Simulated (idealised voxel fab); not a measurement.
Presented below is a process module, voxel wiring stack.
Section cut is 300 nm wide and gridded with 5 nm square cells.
Notation: cross-section as square-cell grid; stated in bands, top first, going down; one or more cell rows per band.
First you get the band's top height and its bottom height, in nm, and then the materials it's made of, left to right, with each width in nm. If you see a single material with "all across", that one covers the band edge to edge. "empty" is empty space.
Beneath 0, the wafer as received is one material, and that level is where height counting begins. The lowest band goes on downward without a bottom; it is written like "0 nm and below".
You'd read "30 to 40" like this: the band's top row of cells is as wide as the first number, its bottom row is as wide as the second, and going down, every row changes width by the same amount as the row before did.
For the purposes of this document, the phrase "stayed the same" attached to a step denotes that no cell within the cross-section was modified by that step.
"Enclosed internal cavities" means: voids of 8 cells or more that are shut off from the top with no open way through. Written width x height at distance, distance from the left edge, in nm.
That trailing text on a step's line, after the settings, is the simulator's own remark on the step.
overlay nm, on a step with a mask: how far to the right of its planned place the mask lay; to the left if negative
-- plan
step 1: RECEIVE, material Si
step 2: CONFORMAL_DEP, material SiO2, thk nm 10
step 3: DIRECTIONAL_DEP, material TiN, thk nm 5
step 4: DIRECTIONAL_DEP, material W, thk nm 20
step 5: PATTERN, tone cover, mask id METAL_1, material resist, width nm 30, pitch nm 60, thk nm 20, overlay nm 0
step 6: DIRECTIONAL_ETCH, etch materials W, depth nm 20
step 7: DIRECTIONAL_ETCH, etch materials TiN, depth nm 5
step 8: STRIP, etch materials resist
step 9: CONFORMAL_DEP, material SiN, thk nm 5
step 10: FILL_DEP, material SiO2, thk nm 5
step 11: CMP, height nm 35
step 12: CONFORMAL_DEP, material SiCN, thk nm 5
step 13: DIRECTIONAL_DEP, material SiO2, thk nm 30
step 14: MASKED_ETCH, tone open, mask id METAL_2_HOLES, width nm 15, pitch nm 60, etch materials SiO2, depth nm 30, overlay nm 0
step 15: PATTERN, tone open, mask id METAL_2, material resist, width nm 30, pitch nm 60, thk nm 15, overlay nm 0
step 16: DIRECTIONAL_ETCH, etch materials SiO2, depth nm 15
step 17: DIRECTIONAL_ETCH, etch materials SiCN, depth nm 5
step 18: STRIP, etch materials resist
step 19: CONFORMAL_DEP, material TiN, thk nm 5
step 20: FILL_DEP, material Cu, thk nm 10
step 21: CMP, height nm 70
step 22: CONFORMAL_DEP, material SiCN, thk nm 5
-- First of two wafers, processed according to plan
-- Here's what the wafer looked like in cross-section when it arrived - that's after step 1
- 0 nm and below = Si all across
- Enclosed internal cavities: none
-- Sectional view: wafer, after step 2
- 10 nm to 0 nm = SiO2 all across
- Everything under 0 stays put, no change at all.
-- Sectional view: wafer, after step 3
- 15 nm to 10 nm = TiN all across
- Everything under 10 stays put, no change at all.
-- Sectional view: wafer, after step 4
- 35 nm to 15 nm = W all across
- Everything under 15 stays put, no change at all.
-- Sectional view: wafer, after step 5
- 55 nm to 35 nm = 75 of empty; 30 of resist; 30 of empty; 30 of resist; 30 of empty; 30 of resist; 75 of empty
- Everything under 35 stays put, no change at all.
-- Sectional view: wafer, after step 6
- 55 nm to 35 nm = 75 of empty; 30 of resist; 30 of empty; 30 of resist; 30 of empty; 30 of resist; 75 of empty
- 35 nm to 15 nm = 75 of empty; 30 of W; 30 of empty; 30 of W; 30 of empty; 30 of W; 75 of empty
- Everything under 15 stays put, no change at all.
-- Sectional view: wafer, after step 7
- 55 nm to 35 nm = 75 of empty; 30 of resist; 30 of empty; 30 of resist; 30 of empty; 30 of resist; 75 of empty
- 35 nm to 15 nm = 75 of empty; 30 of W; 30 of empty; 30 of W; 30 of empty; 30 of W; 75 of empty
- 15 nm to 10 nm = 75 of empty; 30 of TiN; 30 of empty; 30 of TiN; 30 of empty; 30 of TiN; 75 of empty
- Everything under 10 stays put, no change at all.
-- Sectional view: wafer, after step 8
- 35 nm to 15 nm = 75 of empty; 30 of W; 30 of empty; 30 of W; 30 of empty; 30 of W; 75 of empty
- Everything under 15 stays put, no change at all.
-- Sectional view: wafer, after step 9
- 40 nm to 35 nm = 70 of empty; 40 of SiN; 20 of empty; 40 of SiN; 20 of empty; 40 of SiN; 70 of empty
- 35 nm to 15 nm = 70 of empty; 5 of SiN; 30 of W; 5 of SiN; 20 of empty; 5 of SiN; 30 of W; 5 of SiN; 20 of empty; 5 of SiN; 30 of W; 5 of SiN; 70 of empty
- 15 nm to 10 nm = 75 of SiN; 30 of TiN; 30 of SiN; 30 of TiN; 30 of SiN; 30 of TiN; 75 of SiN
- Everything under 10 stays put, no change at all.
-- Sectional view: wafer, after step 10
- 45 nm to 40 nm = SiO2 all across
- 40 nm to 35 nm = 70 of SiO2; 40 of SiN; 20 of SiO2; 40 of SiN; 20 of SiO2; 40 of SiN; 70 of SiO2
- 35 nm to 15 nm = 70 of SiO2; 5 of SiN; 30 of W; 5 of SiN; 20 of SiO2; 5 of SiN; 30 of W; 5 of SiN; 20 of SiO2; 5 of SiN; 30 of W; 5 of SiN; 70 of SiO2
- Everything under 15 stays put, no change at all.
-- Sectional view: wafer, after step 11
- 35 nm to 15 nm = 70 of SiO2; 5 of SiN; 30 of W; 5 of SiN; 20 of SiO2; 5 of SiN; 30 of W; 5 of SiN; 20 of SiO2; 5 of SiN; 30 of W; 5 of SiN; 70 of SiO2
- Everything under 15 stays put, no change at all.
-- Sectional view: wafer, after step 12
- 40 nm to 35 nm = SiCN all across
- Everything under 35 stays put, no change at all.
-- Sectional view: wafer, after step 13
- 70 nm to 40 nm = SiO2 all across
- Everything under 40 stays put, no change at all.
-- Sectional view: wafer, after step 14
- 70 nm to 40 nm = 75 of SiO2; 15 of empty; 45 of SiO2; 15 of empty; 45 of SiO2; 15 of empty; 90 of SiO2
- Everything under 40 stays put, no change at all.
-- Sectional view: wafer, after step 15
- 85 nm to 70 nm = 75 of resist; 30 of empty; 30 of resist; 30 of empty; 30 of resist; 30 of empty; 75 of resist
- Everything under 70 stays put, no change at all.
-- Sectional view: wafer, after step 16
- 85 nm to 70 nm = 75 of resist; 30 of empty; 30 of resist; 30 of empty; 30 of resist; 30 of empty; 75 of resist
- 70 nm to 55 nm = 75 of SiO2; 30 of empty; 30 of SiO2; 30 of empty; 30 of SiO2; 30 of empty; 75 of SiO2
- Everything under 55 stays put, no change at all.
-- Sectional view: wafer, after step 17
- 85 nm to 70 nm = 75 of resist; 30 of empty; 30 of resist; 30 of empty; 30 of resist; 30 of empty; 75 of resist
- 70 nm to 55 nm = 75 of SiO2; 30 of empty; 30 of SiO2; 30 of empty; 30 of SiO2; 30 of empty; 75 of SiO2
- 55 nm to 40 nm = 75 of SiO2; 15 of empty; 45 of SiO2; 15 of empty; 45 of SiO2; 15 of empty; 90 of SiO2
- 40 nm to 35 nm = 75 of SiCN; 15 of empty; 45 of SiCN; 15 of empty; 45 of SiCN; 15 of empty; 90 of SiCN
- Everything under 35 stays put, no change at all.
-- Sectional view: wafer, after step 18
- 70 nm to 55 nm = 75 of SiO2; 30 of empty; 30 of SiO2; 30 of empty; 30 of SiO2; 30 of empty; 75 of SiO2
- Everything under 55 stays put, no change at all.
-- Sectional view: wafer, after step 19
- 75 nm to 70 nm = 80 of TiN; 20 of empty; 40 of TiN; 20 of empty; 40 of TiN; 20 of empty; 80 of TiN
- 70 nm to 60 nm = 75 of SiO2; 5 of TiN; 20 of empty; 5 of TiN; 30 of SiO2; 5 of TiN; 20 of empty; 5 of TiN; 30 of SiO2; 5 of TiN; 20 of empty; 5 of TiN; 75 of SiO2
- 60 nm to 55 nm = 75 of SiO2; 5 of TiN; 5 of empty; 20 of TiN; 30 of SiO2; 5 of TiN; 5 of empty; 20 of TiN; 30 of SiO2; 5 of TiN; 5 of empty; 20 of TiN; 75 of SiO2
- 55 nm to 40 nm = 75 of SiO2; 5 of TiN; 5 of empty; 5 of TiN; 45 of SiO2; 5 of TiN; 5 of empty; 5 of TiN; 45 of SiO2; 5 of TiN; 5 of empty; 5 of TiN; 90 of SiO2
- 40 nm to 35 nm = 75 of SiCN; 15 of TiN; 45 of SiCN; 15 of TiN; 45 of SiCN; 15 of TiN; 90 of SiCN
- Everything under 35 stays put, no change at all.
-- Sectional view: wafer, after step 20
- 85 nm to 75 nm = Cu all across
- 75 nm to 70 nm = 80 of TiN; 20 of Cu; 40 of TiN; 20 of Cu; 40 of TiN; 20 of Cu; 80 of TiN
- 70 nm to 60 nm = 75 of SiO2; 5 of TiN; 20 of Cu; 5 of TiN; 30 of SiO2; 5 of TiN; 20 of Cu; 5 of TiN; 30 of SiO2; 5 of TiN; 20 of Cu; 5 of TiN; 75 of SiO2
- 60 nm to 55 nm = 75 of SiO2; 5 of TiN; 5 of Cu; 20 of TiN; 30 of SiO2; 5 of TiN; 5 of Cu; 20 of TiN; 30 of SiO2; 5 of TiN; 5 of Cu; 20 of TiN; 75 of SiO2
- 55 nm to 40 nm = 75 of SiO2; 5 of TiN; 5 of Cu; 5 of TiN; 45 of SiO2; 5 of TiN; 5 of Cu; 5 of TiN; 45 of SiO2; 5 of TiN; 5 of Cu; 5 of TiN; 90 of SiO2
- Everything under 40 stays put, no change at all.
-- Sectional view: wafer, after step 21
- 70 nm to 60 nm = 75 of SiO2; 5 of TiN; 20 of Cu; 5 of TiN; 30 of SiO2; 5 of TiN; 20 of Cu; 5 of TiN; 30 of SiO2; 5 of TiN; 20 of Cu; 5 of TiN; 75 of SiO2
- Everything under 60 stays put, no change at all.
-- Sectional view: wafer, after step 22
- 75 nm to 70 nm = SiCN all across
- Everything under 70 stays put, no change at all.
-- Second of two: same start, same plan, one run error; steps up to and including 13 match the first
-- Cross-section of the second wafer when, according to plan, step 14 should have finished
- 70 nm to 40 nm = 75 of empty; 15 of SiO2; 45 of empty; 15 of SiO2; 45 of empty; 15 of SiO2; 90 of empty
- Everything under 40 stays put, no change at all.
-- Cross-section of the second wafer when, according to plan, step 15 should have finished
- 85 nm to 70 nm = 75 of resist; 30 of empty; 30 of resist; 30 of empty; 30 of resist; 30 of empty; 75 of resist
- 70 nm to 40 nm = 75 of resist; 15 of SiO2; 15 of empty; 30 of resist; 15 of SiO2; 15 of empty; 30 of resist; 15 of SiO2; 15 of empty; 75 of resist
- Everything under 40 stays put, no change at all.
-- Cross-section of the second wafer when, according to plan, step 16 should have finished
- 85 nm to 55 nm = 75 of resist; 30 of empty; 30 of resist; 30 of empty; 30 of resist; 30 of empty; 75 of resist
- Everything under 55 stays put, no change at all.
-- Cross-section of the second wafer when, according to plan, step 17 should have finished
- 85 nm to 55 nm = 75 of resist; 30 of empty; 30 of resist; 30 of empty; 30 of resist; 30 of empty; 75 of resist
- 55 nm to 40 nm = 75 of resist; 15 of SiO2; 15 of empty; 30 of resist; 15 of SiO2; 15 of empty; 30 of resist; 15 of SiO2; 15 of empty; 75 of resist
- 40 nm to 35 nm = 90 of SiCN; 15 of empty; 45 of SiCN; 15 of empty; 45 of SiCN; 15 of empty; 75 of SiCN
- Everything under 35 stays put, no change at all.
-- Cross-section of the second wafer when, according to plan, step 18 should have finished
- 55 nm to 40 nm = 75 of empty; 15 of SiO2; 45 of empty; 15 of SiO2; 45 of empty; 15 of SiO2; 90 of empty
- Everything under 40 stays put, no change at all.
-- Cross-section of the second wafer when, according to plan, step 19 should have finished
- 60 nm to 55 nm = 70 of empty; 25 of TiN; 35 of empty; 25 of TiN; 35 of empty; 25 of TiN; 85 of empty
- 55 nm to 45 nm = 70 of empty; 5 of TiN; 15 of SiO2; 5 of TiN; 35 of empty; 5 of TiN; 15 of SiO2; 5 of TiN; 35 of empty; 5 of TiN; 15 of SiO2; 5 of TiN; 85 of empty
- 45 nm to 40 nm = 75 of TiN; 15 of SiO2; 5 of TiN; 5 of empty; 35 of TiN; 15 of SiO2; 5 of TiN; 5 of empty; 35 of TiN; 15 of SiO2; 5 of TiN; 5 of empty; 80 of TiN
- 40 nm to 35 nm = 90 of SiCN; 15 of TiN; 45 of SiCN; 15 of TiN; 45 of SiCN; 15 of TiN; 75 of SiCN
- Everything under 35 stays put, no change at all.
-- Cross-section of the second wafer when, according to plan, step 20 should have finished
- 70 nm to 60 nm = Cu all across
- 60 nm to 55 nm = 70 of Cu; 25 of TiN; 35 of Cu; 25 of TiN; 35 of Cu; 25 of TiN; 85 of Cu
- 55 nm to 45 nm = 70 of Cu; 5 of TiN; 15 of SiO2; 5 of TiN; 35 of Cu; 5 of TiN; 15 of SiO2; 5 of TiN; 35 of Cu; 5 of TiN; 15 of SiO2; 5 of TiN; 85 of Cu
- 45 nm to 40 nm = 75 of TiN; 15 of SiO2; 5 of TiN; 5 of Cu; 35 of TiN; 15 of SiO2; 5 of TiN; 5 of Cu; 35 of TiN; 15 of SiO2; 5 of TiN; 5 of Cu; 80 of TiN
- Everything under 40 stays put, no change at all.
Cross-section of the second wafer when, according to plan, step 21 should have finished: stayed the same
-- Cross-section of the second wafer when, according to plan, step 22 should have finished
- 75 nm to 70 nm = SiCN all across
- Everything under 70 stays put, no change at all.
Deviation noted in wafer processing: rather than as planned, step 14 actually ran as MASKED_ETCH, tone cover, mask id METAL_2_HOLES, width nm 15, pitch nm 60, etch materials SiO2, depth nm 30, overlay nm 0
Wrapping up, a cell-based count of both wafers puts the second over or under the first for these materials: 222 more of Cu; 252 fewer of SiO2; 30 more of TiN
